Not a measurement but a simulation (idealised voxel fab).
Process module in this document: voxel fin reveal
Cross-section cut spans 195 nm and uses square cells 5 nm in size.
A cross-section is a grid of square cells, given in bands from the top down. A band is one or more rows of cells.
A band entry consists of two parts. The first gives the height of the band's top and the height of its bottom, in nm. The rest lists the band's materials from left to right, each with its width in nm. A single material labelled with the word "edge to edge" fills the band from edge to edge, and the word "empty" marks empty space.
Heads up on the height convention: 0 is the point under which the incoming wafer is all one material, and the lowest band has no bottom, it just keeps going down, like "from 0 down".
Think of "30->40" as a width that walks from the first number to the second as you go down the band, top row to bottom row, taking equal-sized steps from row to row.
When a step is marked "same as before", none of the cells in the cross-section changed during that step.
In the "Trapped cavities" entry, you get each enclosed empty space of 8 cells or more, one with no open way to the top, written width x height at distance, distance from the left edge, in nm.
Anything after a step's settings on that line? It's the simulator's own note about the step.
The "overlay nm" setting may appear on a step's line; for a step that uses a mask, it gives how far to the right of its planned position the mask lay, and a negative value indicates the left.
### Here's what the planned process steps look like
1. RECEIVE,material Si
2. CONFORMAL_DEP,material SiN,thk nm 5
3. PATTERN,tone cover,mask id FINS,material resist,width nm 15,pitch nm 35,thk nm 20,overlay nm 0
4. DIRECTIONAL_ETCH,etch materials SiN,depth nm 5
5. DIRECTIONAL_ETCH,etch materials Si,depth nm 40
6. STRIP,etch materials resist
7. FILL_DEP,material SiO2,thk nm 10
8. CMP,height nm 5
9. SELECTIVE_ETCH,etch materials SiO2,depth nm 30
10. STRIP,etch materials SiN
11. CONFORMAL_DEP,material SiO2,thk nm 5
### Below: the first of two wafers, run as planned
### Cross-sectional view of the wafer in its as-received condition, corresponding to the state after step 1
	from 0 down | Si edge to edge
	Trapped cavities: none
### Step 2 complete: cross-section through the wafer
	from 5 to 0 | SiN edge to edge
	below 0: unchanged
### Step 3 complete: cross-section through the wafer
	from 25 to 5 | 70 of empty | 15 of resist | 20 of empty | 15 of resist | 75 of empty
	below 5: unchanged
### Step 4 complete: cross-section through the wafer
	from 25 to 5 | 70 of empty | 15 of resist | 20 of empty | 15 of resist | 75 of empty
	from 5 to 0 | 70 of empty | 15 of SiN | 20 of empty | 15 of SiN | 75 of empty
	below 0: unchanged
### Step 5 complete: cross-section through the wafer
	from 25 to 5 | 70 of empty | 15 of resist | 20 of empty | 15 of resist | 75 of empty
	from 5 to 0 | 70 of empty | 15 of SiN | 20 of empty | 15 of SiN | 75 of empty
	from 0 to -40 | 70 of empty | 15 of Si | 20 of empty | 15 of Si | 75 of empty
	below -40: unchanged
### Step 6 complete: cross-section through the wafer
	from 5 to 0 | 70 of empty | 15 of SiN | 20 of empty | 15 of SiN | 75 of empty
	below 0: unchanged
### Step 7 complete: cross-section through the wafer
	from 15 to 5 | SiO2 edge to edge
	from 5 to 0 | 70 of SiO2 | 15 of SiN | 20 of SiO2 | 15 of SiN | 75 of SiO2
	from 0 to -40 | 70 of SiO2 | 15 of Si | 20 of SiO2 | 15 of Si | 75 of SiO2
	below -40: unchanged
### Step 8 complete: cross-section through the wafer
	from 5 to 0 | 70 of SiO2 | 15 of SiN | 20 of SiO2 | 15 of SiN | 75 of SiO2
	below 0: unchanged
### Step 9 complete: cross-section through the wafer
	from 5 to 0 | 70 of empty | 15 of SiN | 20 of empty | 15 of SiN | 75 of empty
	from 0 to -25 | 70 of empty | 15 of Si | 20 of empty | 15 of Si | 75 of empty
	below -25: unchanged
### Step 10 complete: cross-section through the wafer
	from 0 to -25 | 70 of empty | 15 of Si | 20 of empty | 15 of Si | 75 of empty
	below -25: unchanged
### Step 11 complete: cross-section through the wafer
	from 5 to 0 | 65 of empty | 25 of SiO2 | 10 of empty | 25 of SiO2 | 70 of empty
	from 0 to -20 | 65 of empty | 5 of SiO2 | 15 of Si | 5 of SiO2 | 10 of empty | 5 of SiO2 | 15 of Si | 5 of SiO2 | 70 of empty
	from -20 to -40 | 70 of SiO2 | 15 of Si | 20 of SiO2 | 15 of Si | 75 of SiO2
	below -40: unchanged
### Here the second wafer is described. Its start and its plan were those of the first wafer. Its run contained one mistake. Up to and including step 2, it did exactly what the first wafer did
### Here is the second wafer in cross-section at the point where step 3 of the plan should have been done
	from 25 to 5 | 65 of empty | 15 of resist | 20 of empty | 15 of resist | 80 of empty
	below 5: unchanged
### Here is the second wafer in cross-section at the point where step 4 of the plan should have been done
	from 25 to 5 | 65 of empty | 15 of resist | 20 of empty | 15 of resist | 80 of empty
	from 5 to 0 | 65 of empty | 15 of SiN | 20 of empty | 15 of SiN | 80 of empty
	below 0: unchanged
### Here is the second wafer in cross-section at the point where step 5 of the plan should have been done
	from 25 to 5 | 65 of empty | 15 of resist | 20 of empty | 15 of resist | 80 of empty
	from 5 to 0 | 65 of empty | 15 of SiN | 20 of empty | 15 of SiN | 80 of empty
	from 0 to -40 | 65 of empty | 15 of Si | 20 of empty | 15 of Si | 80 of empty
	below -40: unchanged
### Here is the second wafer in cross-section at the point where step 6 of the plan should have been done
	from 5 to 0 | 65 of empty | 15 of SiN | 20 of empty | 15 of SiN | 80 of empty
	below 0: unchanged
### Here is the second wafer in cross-section at the point where step 7 of the plan should have been done
	from 15 to 5 | SiO2 edge to edge
	from 5 to 0 | 65 of SiO2 | 15 of SiN | 20 of SiO2 | 15 of SiN | 80 of SiO2
	from 0 to -40 | 65 of SiO2 | 15 of Si | 20 of SiO2 | 15 of Si | 80 of SiO2
	below -40: unchanged
### Here is the second wafer in cross-section at the point where step 8 of the plan should have been done
	from 5 to 0 | 65 of SiO2 | 15 of SiN | 20 of SiO2 | 15 of SiN | 80 of SiO2
	below 0: unchanged
### Here is the second wafer in cross-section at the point where step 9 of the plan should have been done
	from 5 to 0 | 65 of empty | 15 of SiN | 20 of empty | 15 of SiN | 80 of empty
	from 0 to -25 | 65 of empty | 15 of Si | 20 of empty | 15 of Si | 80 of empty
	below -25: unchanged
### Here is the second wafer in cross-section at the point where step 10 of the plan should have been done
	from 0 to -25 | 65 of empty | 15 of Si | 20 of empty | 15 of Si | 80 of empty
	below -25: unchanged
### Here is the second wafer in cross-section at the point where step 11 of the plan should have been done
	from 5 to 0 | 60 of empty | 25 of SiO2 | 10 of empty | 25 of SiO2 | 75 of empty
	from 0 to -20 | 60 of empty | 5 of SiO2 | 15 of Si | 5 of SiO2 | 10 of empty | 5 of SiO2 | 15 of Si | 5 of SiO2 | 75 of empty
	from -20 to -40 | 65 of SiO2 | 15 of Si | 20 of SiO2 | 15 of Si | 80 of SiO2
	below -40: unchanged
Short version of what went wrong: step 3 did not happen as planned, as run it was PATTERN,tone cover,mask id FINS,material resist,width nm 15,pitch nm 35,thk nm 20,overlay nm -5
Heads up: at the end the two wafers have identical cell counts per material, they're just laid out differently.
